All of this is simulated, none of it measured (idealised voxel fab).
This is a process module. Its name is voxel capacitor over wiring.
The cross-section shown here is cut; it is 220 nm wide and divided into square cells measuring 5 nm on a side.
Each cross-section below is a grid of square cells, stated as bands in top-down order, with one or more rows of cells making up each band.
Heights first: top, then bottom, in nm. Then materials, left to right, each with a width in nm. "edge to edge" on a single material: fills the band edge to edge. "blank": empty space.
Ref level 0: as-received wafer is one material below here. Bottom band extends down with no lower bound ("0..down").
The expression "30 to 40" gives the width at the extremes of the band, the first number at its top row of cells and the second at its bottom row, with the width changing by equal amounts from each row to the next in between.
Step marked "nothing was modified"? Then no cell in the cross-section changed in it.
"Unvented cavities" enumerates empty spaces isolated from the top, with no open way to it, that contain at least 8 cells, giving each as width x height at distance from the left edge, all three in nm.
Heads up: the bit after the settings on a step's line is the simulator's remark on that step.
The setting "overlay nm" may be written on the line of a step. When the step uses a mask, the value reports how far to the right of the planned place the mask lay, and a negative value reports that it lay to the left.

Planned step list for the process
1,RECEIVE (material Si)
2,CONFORMAL_DEP (material SiO2; thk nm 10)
3,DIRECTIONAL_DEP (material TiN; thk nm 5)
4,DIRECTIONAL_DEP (material W; thk nm 20)
5,DIRECTIONAL_DEP (material aC; thk nm 10)
6,PATTERN (tone cover; mask id METAL_1; material resist; width nm 20; pitch nm 70; thk nm 30; overlay nm 0)
7,DIRECTIONAL_ETCH (etch materials aC; depth nm 10)
8,STRIP (etch materials resist)
9,DIRECTIONAL_ETCH (etch materials W; depth nm 20)
10,DIRECTIONAL_ETCH (etch materials TiN; depth nm 5)
11,STRIP (etch materials aC)
12,FILL_DEP (material SiO2; thk nm 10)
13,CMP (height nm 35)
14,CONFORMAL_DEP (material SiCN; thk nm 5)
15,DIRECTIONAL_DEP (material SiO2; thk nm 20)
16,PATTERN (tone open; mask id PLUG_1; material resist; width nm 15; thk nm 20; overlay nm 0)
17,DIRECTIONAL_ETCH (etch materials SiO2; depth nm 20)
18,DIRECTIONAL_ETCH (etch materials SiCN; depth nm 5)
19,STRIP (etch materials resist)
20,CONFORMAL_DEP (material TiN; thk nm 5)
21,FILL_DEP (material Cu; thk nm 5)
22,CMP (height nm 60)
23,DIRECTIONAL_DEP (material TiN; thk nm 10)
24,DIRECTIONAL_DEP (material HfO2; thk nm 5)
25,DIRECTIONAL_DEP (material TiN; thk nm 5)
26,MASKED_ETCH (tone cover; mask id UPPER_PLATE; width nm 55; etch materials TiN; depth nm 5; overlay nm 0)
27,MASKED_ETCH (tone cover; mask id UPPER_PLATE; width nm 55; etch materials HfO2; depth nm 5; overlay nm 0)
28,MASKED_ETCH (tone cover; mask id LOWER_PLATE; width nm 65; etch materials TiN; depth nm 10; overlay nm 0)
29,FILL_DEP (material SiO2; thk nm 20)
30,CMP (height nm 95)
31,PATTERN (tone open; mask id PLUG_2; material resist; width nm 15; thk nm 15; overlay nm 0)
32,DIRECTIONAL_ETCH (etch materials SiO2; depth nm 15)
33,STRIP (etch materials resist)
34,CONFORMAL_DEP (material TiN; thk nm 5)
35,FILL_DEP (material Cu; thk nm 10)
36,CMP (height nm 95)
37,CONFORMAL_DEP (material SiN; thk nm 5)

Cross-section, incoming material, after step 1
- 0..down: Si edge to edge
- Unvented cavities: none

Look at the cross-section after the module: the wafer started out the way shown above and the plan was the one shown above, yet one mistake was made along the way
- 100..95: SiN edge to edge
- 95..85: SiO2 (80) | TiN (5) | Cu (5) | TiN (5) | SiO2 (125)
- 85..75: SiO2 (80 to 70) | TiN (15 to 55) | SiO2 (125 to 95)
- 75..70: SiO2 (70) | HfO2 (55) | SiO2 (95)
- 70..60: SiO2 (65) | TiN (65) | SiO2 (90)
- 60..40: SiO2 (70) | TiN (5) | SiN (5) | TiN (5) | SiO2 (135)
- 40..35: SiCN (70) | TiN (15) | SiCN (135)
- 35..15: SiO2 (65) | W (20) | SiO2 (50) | W (20) | SiO2 (65)
- 15..10: SiO2 (65) | TiN (20) | SiO2 (50) | TiN (20) | SiO2 (65)
- 10..0: SiO2 edge to edge
- 0..down: Si edge to edge
- Unvented cavities: none
Which mistake was made when the wafer was run? not per plan at step 21, really ran FILL_DEP (material SiN; thk nm 5)
